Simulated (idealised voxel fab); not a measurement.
process module | voxel self aligned contacts
cross-section cut | 290 nm wide | cells 5 nm
A cross-section is a grid of square cells, given in bands from the top down. A band is one or more rows of cells.
Each band's line starts with the height of the band's top and of its bottom, in nm. Then come its materials from left to right, each with its width in nm. One material with "throughout" fills the band from edge to edge. "air" is empty space.
Height 0 is the level under which the wafer as received is all one material. The lowest band goes on downwards, as in "0 down".
A width such as "30 to 40" changes by the same amount from each row of cells to the next, from the band's top row to its bottom row.
"no change" after a step means that no cell of the cross-section changed.
closed voids: empty space of 8 cells or more with no open way to the top, each as width x height at its distance from the left edge, in nm
after a step's settings: what the simulator itself notes on the step
overlay nm, on a step with a mask: how far to the right of its planned place the mask lay; to the left if negative
plan
1 op RECEIVE | material Si
2 op CONFORMAL_DEP | material SiO2 | thk nm 5
3 op DIRECTIONAL_DEP | material polySi | thk nm 30
4 op DIRECTIONAL_DEP | material SiN | thk nm 15
5 op DIRECTIONAL_DEP | material aC | thk nm 10
6 op PATTERN | tone cover | mask id GATE | material resist | width nm 35 | pitch nm 70 | thk nm 25 | overlay nm 0
7 op DIRECTIONAL_ETCH | etch materials aC | depth nm 10
8 op STRIP | etch materials resist
9 op DIRECTIONAL_ETCH | etch materials SiN | depth nm 15
10 op DIRECTIONAL_ETCH | etch materials polySi | depth nm 30
11 op STRIP | etch materials aC
12 op CONFORMAL_DEP | material SiN | thk nm 5
13 op DIRECTIONAL_ETCH | etch materials SiN | depth nm 5
14 op FILL_DEP | material SiO2 | thk nm 15
15 op CMP | height nm 60
16 op PATTERN | tone open | mask id CONTACT | material resist | width nm 55 | thk nm 15 | overlay nm 0
17 op DIRECTIONAL_ETCH | etch materials SiO2 | depth nm 60
18 op STRIP | etch materials resist
19 op CONFORMAL_DEP | material TiN | thk nm 5
20 op FILL_DEP | material W | thk nm 10
21 op CMP | height nm 60
22 op CONFORMAL_DEP | material SiN | thk nm 5
first wafer, as planned
as received, after step 1
  0 down: Si throughout
  closed voids: none
after step 2
  5 to 0: SiO2 throughout
  below 0: unchanged
after step 3
  35 to 5: polySi throughout
  below 5: unchanged
after step 4
  50 to 35: SiN throughout
  below 35: unchanged
after step 5
  60 to 50: aC throughout
  below 50: unchanged
after step 6
  85 to 60: air 90 | resist 35 | air 35 | resist 35 | air 95
  below 60: unchanged
after step 7
  75 to 60: air 90 | resist 35 | air 35 | resist 35 | air 95
  60 to 50: air 90 | aC 35 | air 35 | aC 35 | air 95
  below 50: unchanged
after step 8
  60 to 50: air 90 | aC 35 | air 35 | aC 35 | air 95
  below 50: unchanged
after step 9
  60 to 50: air 90 | aC 35 | air 35 | aC 35 | air 95
  50 to 35: air 90 | SiN 35 | air 35 | SiN 35 | air 95
  below 35: unchanged
after step 10
  60 to 50: air 90 | aC 35 | air 35 | aC 35 | air 95
  50 to 35: air 90 | SiN 35 | air 35 | SiN 35 | air 95
  35 to 5: air 90 | polySi 35 | air 35 | polySi 35 | air 95
  below 5: unchanged
after step 11
  50 to 35: air 90 | SiN 35 | air 35 | SiN 35 | air 95
  below 35: unchanged
after step 12
  55 to 35: air 85 | SiN 45 | air 25 | SiN 45 | air 90
  35 to 10: air 85 | SiN 5 | polySi 35 | SiN 5 | air 25 | SiN 5 | polySi 35 | SiN 5 | air 90
  10 to 5: SiN 90 | polySi 35 | SiN 35 | polySi 35 | SiN 95
  below 5: unchanged
after step 13
  50 to 35: air 85 | SiN 45 | air 25 | SiN 45 | air 90
  35 to 5: air 85 | SiN 5 | polySi 35 | SiN 5 | air 25 | SiN 5 | polySi 35 | SiN 5 | air 90
  below 5: unchanged
after step 14
  65 to 50: SiO2 throughout
  50 to 35: SiO2 85 | SiN 45 | SiO2 25 | SiN 45 | SiO2 90
  35 to 5: SiO2 85 | SiN 5 | polySi 35 | SiN 5 | SiO2 25 | SiN 5 | polySi 35 | SiN 5 | SiO2 90
  below 5: unchanged
after step 15
  60 to 50: SiO2 throughout
  below 50: unchanged
after step 16
  75 to 60: resist 115 | air 55 | resist 120
  below 60: unchanged
after step 17
  75 to 60: resist 115 | air 55 | resist 120
  60 to 50: SiO2 115 | air 55 | SiO2 120
  50 to 35: SiO2 85 | SiN 45 | air 25 | SiN 45 | SiO2 90
  35 to 5: SiO2 85 | SiN 5 | polySi 35 | SiN 5 | air 25 | SiN 5 | polySi 35 | SiN 5 | SiO2 90
  5 to 0: SiO2 130 | air 25 | SiO2 135
  below 0: unchanged
after step 18
  60 to 50: SiO2 115 | air 55 | SiO2 120
  below 50: unchanged
after step 19
  65 to 60: TiN 120 | air 45 | TiN 125
  60 to 50: SiO2 115 | TiN 5 to 20 | air 45 to 15 | TiN 5 to 20 | SiO2 120
  50 to 35: SiO2 85 | SiN 45 | TiN 5 | air 15 | TiN 5 | SiN 45 | SiO2 90
  35 to 5: SiO2 85 | SiN 5 | polySi 35 | SiN 5 | TiN 5 | air 15 | TiN 5 | SiN 5 | polySi 35 | SiN 5 | SiO2 90
  5 to 0: SiO2 130 | TiN 25 | SiO2 135
  below 0: unchanged
after step 20
  75 to 65: W throughout
  65 to 60: TiN 120 | W 45 | TiN 125
  60 to 50: SiO2 115 | TiN 5 to 20 | W 45 to 15 | TiN 5 to 20 | SiO2 120
  50 to 35: SiO2 85 | SiN 45 | TiN 5 | W 15 | TiN 5 | SiN 45 | SiO2 90
  35 to 5: SiO2 85 | SiN 5 | polySi 35 | SiN 5 | TiN 5 | W 15 | TiN 5 | SiN 5 | polySi 35 | SiN 5 | SiO2 90
  below 5: unchanged
after step 21
  60 to 50: SiO2 115 | TiN 5 to 20 | W 45 to 15 | TiN 5 to 20 | SiO2 120
  below 50: unchanged
after step 22
  65 to 60: SiN throughout
  below 60: unchanged
second wafer: like start, like plan, one mistake. Through step 2 it matches the first wafer
when step 3 should have ended
  65 to 5: polySi throughout
  below 5: unchanged
when step 4 should have ended
  80 to 65: SiN throughout
  below 65: unchanged
when step 5 should have ended
  90 to 80: aC throughout
  below 80: unchanged
when step 6 should have ended
  115 to 90: air 90 | resist 35 | air 35 | resist 35 | air 95
  below 90: unchanged
when step 7 should have ended
  105 to 90: air 90 | resist 35 | air 35 | resist 35 | air 95
  90 to 80: air 90 | aC 35 | air 35 | aC 35 | air 95
  below 80: unchanged
when step 8 should have ended
  90 to 80: air 90 | aC 35 | air 35 | aC 35 | air 95
  below 80: unchanged
when step 9 should have ended
  90 to 80: air 90 | aC 35 | air 35 | aC 35 | air 95
  80 to 65: air 90 | SiN 35 | air 35 | SiN 35 | air 95
  below 65: unchanged
when step 10 should have ended
  90 to 80: air 90 | aC 35 | air 35 | aC 35 | air 95
  80 to 65: air 90 | SiN 35 | air 35 | SiN 35 | air 95
  65 to 35: air 90 | polySi 35 | air 35 | polySi 35 | air 95
  below 35: unchanged
when step 11 should have ended
  80 to 65: air 90 | SiN 35 | air 35 | SiN 35 | air 95
  below 65: unchanged
when step 12 should have ended
  85 to 65: air 85 | SiN 45 | air 25 | SiN 45 | air 90
  65 to 40: air 85 | SiN 5 | polySi 35 | SiN 5 | air 25 | SiN 5 | polySi 35 | SiN 5 | air 90
  40 to 35: SiN 90 | polySi 35 | SiN 35 | polySi 35 | SiN 95
  below 35: unchanged
when step 13 should have ended
  80 to 65: air 85 | SiN 45 | air 25 | SiN 45 | air 90
  65 to 35: air 85 | SiN 5 | polySi 35 | SiN 5 | air 25 | SiN 5 | polySi 35 | SiN 5 | air 90
  below 35: unchanged
when step 14 should have ended
  95 to 80: SiO2 throughout
  80 to 65: SiO2 85 | SiN 45 | SiO2 25 | SiN 45 | SiO2 90
  65 to 35: SiO2 85 | SiN 5 | polySi 35 | SiN 5 | SiO2 25 | SiN 5 | polySi 35 | SiN 5 | SiO2 90
  below 35: unchanged
when step 15 should have ended
  60 to 35: SiO2 85 | SiN 5 | polySi 35 | SiN 5 | SiO2 25 | SiN 5 | polySi 35 | SiN 5 | SiO2 90
  below 35: unchanged
when step 16 should have ended
  75 to 60: resist 115 | air 55 | resist 120
  below 60: unchanged
when step 17 should have ended
  75 to 60: resist 115 | air 55 | resist 120
  60 to 35: SiO2 85 | SiN 5 | polySi 35 | SiN 5 | air 25 | SiN 5 | polySi 35 | SiN 5 | SiO2 90
  below 35: unchanged
when step 18 should have ended
  60 to 35: SiO2 85 | SiN 5 | polySi 35 | SiN 5 | air 25 | SiN 5 | polySi 35 | SiN 5 | SiO2 90
  below 35: unchanged
when step 19 should have ended
  65 to 60: TiN 135 | air 15 | TiN 140
  60 to 40: SiO2 85 | SiN 5 | polySi 35 | SiN 5 | TiN 5 | air 15 | TiN 5 | SiN 5 | polySi 35 | SiN 5 | SiO2 90
  40 to 35: SiO2 85 | SiN 5 | polySi 35 | SiN 5 | TiN 25 | SiN 5 | polySi 35 | SiN 5 | SiO2 90
  below 35: unchanged
when step 20 should have ended
  75 to 65: W throughout
  65 to 60: TiN 135 | W 15 | TiN 140
  60 to 40: SiO2 85 | SiN 5 | polySi 35 | SiN 5 | TiN 5 | W 15 | TiN 5 | SiN 5 | polySi 35 | SiN 5 | SiO2 90
  below 40: unchanged
when step 21 should have ended
  60 to 40: SiO2 85 | SiN 5 | polySi 35 | SiN 5 | TiN 5 | W 15 | TiN 5 | SiN 5 | polySi 35 | SiN 5 | SiO2 90
  below 40: unchanged
when step 22 should have ended
  65 to 60: SiN throughout
  below 60: unchanged
what went wrong: step 3 was run twice
at the end the second wafer has, in cells: 58 fewer of SiN | 229 fewer of SiO2 | 20 fewer of TiN | 27 fewer of W | 334 more of polySi
